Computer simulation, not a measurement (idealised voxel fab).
Process module heading - voxel ribs on slabs
For reference, the cross-section in this document is cut, with width 200 nm and square cells of 5 nm.
Each cross-section below is a grid of square cells, stated as bands in top-down order, with one or more rows of cells making up each band.
Heads up on the band format: heights come first, top then bottom, in nm. After that it's the materials left to right, each with its width in nm. A single material flagged "full width" fills the whole band edge to edge, and "blank" means there's empty space there.
For the purposes of this specification, 0 denotes the height below which the wafer in its as-received condition is composed wholly of one material, and the lowermost band, lacking a lower limit, extends downward without end, as expressed in "0 nm and below".
Graded width ("30 to 40"): value in top row of band = first number; value in bottom row = second number; row-to-row change constant.
What does "no modifications" mean for a step? It means no cell of the cross-section changed in that step.
Empty spaces counting at least 8 cells and having no open way to the top are listed in "Enclosed void listing". The notation width x height at distance is used for each, the distance being from the left edge and all three values in nm.
Read whatever lies past the settings on a step's line as the simulator's own remark about the step.
overlay nm: mask offset rightward from planned place, masked step; negative means leftward offset.

Planned step list for the process
step 1: RECEIVE (material Si)
step 2: DIRECTIONAL_DEP (material SiO2; thk nm 30)
step 3: DIRECTIONAL_DEP (material polySi; thk nm 15)
step 4: PATTERN (tone cover; mask id RIB; material resist; width nm 30; thk nm 20; overlay nm 0)
step 5: DIRECTIONAL_ETCH (etch materials polySi; depth nm 10)
step 6: STRIP (etch materials resist)
step 7: MASKED_ETCH (tone cover; mask id SLAB; width nm 80; etch materials polySi; depth nm 5; overlay nm 0)
step 8: FILL_DEP (material SiO2; thk nm 30)
step 9: CMP (height nm 65)
step 10: DIRECTIONAL_DEP (material TiN; thk nm 10)
step 11: DIRECTIONAL_DEP (material aC; thk nm 15)
step 12: PATTERN (tone cover; mask id HEATER; material resist; width nm 40; thk nm 30; overlay nm 0)
step 13: DIRECTIONAL_ETCH (etch materials aC; depth nm 15)
step 14: STRIP (etch materials resist)
step 15: DIRECTIONAL_ETCH (etch materials TiN; depth nm 10)
step 16: STRIP (etch materials aC)
step 17: CONFORMAL_DEP (material SiO2; thk nm 10)

This is the cross-section of the wafer as we received it, i.e. after step 1
    0 nm and below: Si full width
    Enclosed void listing: none

The module was run from the start shown above using the plan shown above, but one mistake was made doing it; the resulting wafer cross-section is below
    85 nm to 75 nm: blank 70 nm / SiO2 60 nm / blank 70 nm
    75 nm to 65 nm: SiO2 80 nm / TiN 40 nm / SiO2 80 nm
    65 nm to 35 nm: SiO2 full width
    35 nm to 25 nm: SiO2 85 nm / polySi 30 nm / SiO2 85 nm
    25 nm to 20 nm: SiO2 60 nm / polySi 80 nm / SiO2 60 nm
    20 nm to 0 nm: SiO2 full width
    0 nm and below: Si full width
    Enclosed void listing: none
Where did the run depart from the plan? step 2 went in with a setting other than planned; the actual run was DIRECTIONAL_DEP (material SiO2; thk nm 20)
